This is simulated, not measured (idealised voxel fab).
process module | voxel gate over fins
cross-section cut | 245 nm wide | cells 5 nm
A cross-section is a grid of square cells, given in bands from the top down. A band is one or more rows of cells.
Each band's line starts with the height of the band's top and of its bottom, in nm. Then come its materials from left to right, each with its width in nm. One material with "throughout" fills the band from edge to edge. "air" is empty space.
Height 0 is the level under which the wafer as received is all one material. The lowest band goes on downwards, as in "0 down".
A width such as "30 to 40" changes by the same amount from each row of cells to the next, from the band's top row to its bottom row.
"no change" after a step means that no cell of the cross-section changed.
closed voids: empty space of 8 cells or more with no open way to the top, each as width x height at its distance from the left edge, in nm
after a step's settings: what the simulator itself notes on the step
overlay nm, on a step with a mask: how far to the right of its planned place the mask lay; to the left if negative
plan
1 op RECEIVE | material Si
2 op CONFORMAL_DEP | material SiN | thk nm 10
3 op DIRECTIONAL_DEP | material aC | thk nm 10
4 op PATTERN | tone cover | mask id FINS | material resist | width nm 15 | pitch nm 45 | thk nm 30 | overlay nm 0
5 op DIRECTIONAL_ETCH | etch materials aC | depth nm 10
6 op STRIP | etch materials resist
7 op DIRECTIONAL_ETCH | etch materials SiN | depth nm 10
8 op DIRECTIONAL_ETCH | etch materials Si | depth nm 30
9 op STRIP | etch materials aC
10 op FILL_DEP | material SiO2 | thk nm 10
11 op CMP | height nm 10
12 op SELECTIVE_ETCH | etch materials SiO2 | depth nm 20
13 op STRIP | etch materials SiN
14 op CONFORMAL_DEP | material HfO2 | thk nm 5
15 op CONFORMAL_DEP | material TiN | thk nm 5
16 op FILL_DEP | material W | thk nm 10
17 op CMP | height nm 15
18 op CONFORMAL_DEP | material SiCN | thk nm 5
as received, after step 1
  0 down: Si throughout
  closed voids: none
first wafer at the end, as planned
  20 to 15: SiCN throughout
  15 to 10: W throughout
  10 to 5: W 80 | TiN 35 | W 10 | TiN 35 | W 85
  5 to 0: W 80 | TiN 5 | HfO2 25 | TiN 5 | W 10 | TiN 5 | HfO2 25 | TiN 5 | W 85
  0 to -5: TiN 85 | HfO2 5 | Si 15 | HfO2 5 | TiN 20 | HfO2 5 | Si 15 | HfO2 5 | TiN 90
  -5 to -10: HfO2 90 | Si 15 | HfO2 30 | Si 15 | HfO2 95
  -10 to -30: SiO2 90 | Si 15 | SiO2 30 | Si 15 | SiO2 95
  -30 down: Si throughout
  closed voids: none
second wafer at the end: like start, like plan, one mistake
  20 to 15: SiCN throughout
  15 to 10: W throughout
  10 to 5: W 75 | TiN 35 | W 10 | TiN 35 | W 90
  5 to 0: W 75 | TiN 5 | HfO2 25 | TiN 5 | W 10 | TiN 5 | HfO2 25 | TiN 5 | W 90
  0 to -5: TiN 80 | HfO2 5 | Si 15 | HfO2 5 | TiN 20 | HfO2 5 | Si 15 | HfO2 5 | TiN 95
  -5 to -10: HfO2 85 | Si 15 | HfO2 30 | Si 15 | HfO2 100
  -10 to -30: SiO2 85 | Si 15 | SiO2 30 | Si 15 | SiO2 100
  -30 down: Si throughout
  closed voids: none
what went wrong: step 4 ran as: op PATTERN | tone cover | mask id FINS | material resist | width nm 15 | pitch nm 45 | thk nm 30 | overlay nm -5
at the end the second wafer has, in cells: as many of each material as the first, in other places
